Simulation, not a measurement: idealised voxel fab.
Process module name: voxel released beams
Cross-section cut spans 230 nm and uses square cells 5 nm in size.
A cross-section is written here as square cells arranged in a grid, and it is given in bands from the top down, each band taking up one or more rows of cells.
Heads up on the band format: heights come first, top then bottom, in nm. After that it's the materials left to right, each with its width in nm. A single material flagged "everywhere" fills the whole band edge to edge, and "blank" means there's empty space there.
Heads up on the height convention: 0 is the point under which the incoming wafer is all one material, and the lowest band has no bottom, it just keeps going down, like "0 and below".
Per-row width for "30..40": begins at first number (top row of band), ends at second number (bottom row), increment between rows held constant.
Where the words "nothing was modified" appear for a step, the cross-section shows no cell changed by that step; every cell remained as before.
Basically, "Listed closed voids" tells you about the enclosed voids: empty spaces with no open way to the top, 8 cells or bigger, each written width x height at distance, where distance is from the left edge, all in nm.
On a step's line, text after the settings is the simulator commenting on that step.
overlay nm: how far to the right of its planned place the mask lay on this masked step (negative: to the left).

## Planned step list for the process
step 1: op RECEIVE | material Si
step 2: op CONFORMAL_DEP | material SiN | thk nm 10
step 3: op DIRECTIONAL_DEP | material SiO2 | thk nm 20
step 4: op PATTERN | tone open | mask id ANCHOR | material resist | width nm 25 | thk nm 15 | overlay nm 0
step 5: op DIRECTIONAL_ETCH | etch materials SiO2 | depth nm 20
step 6: op STRIP | etch materials resist
step 7: op CONFORMAL_DEP | material polySi | thk nm 10
step 8: op PATTERN | tone cover | mask id BEAM | material resist | width nm 90 | thk nm 20 | overlay nm 0
step 9: op DIRECTIONAL_ETCH | etch materials polySi | depth nm 10
step 10: op STRIP | etch materials resist
step 11: op STRIP | etch materials SiO2

## Here's what the wafer looked like in cross-section when it arrived - that's after step 1
- 0 and below | Si everywhere
- Listed closed voids: none

## a wafer at the end: this start, this plan, one mistake
- 40 down to 30 | blank: 65, then polySi: 90, then blank: 75
- 30 down to 20 | SiN everywhere
- 20 down to 0 | SiO2 everywhere
- 0 and below | Si everywhere
- Listed closed voids: none
Want to know what went wrong? deviation from plan: step 3 and step 2 executed in one another's positions
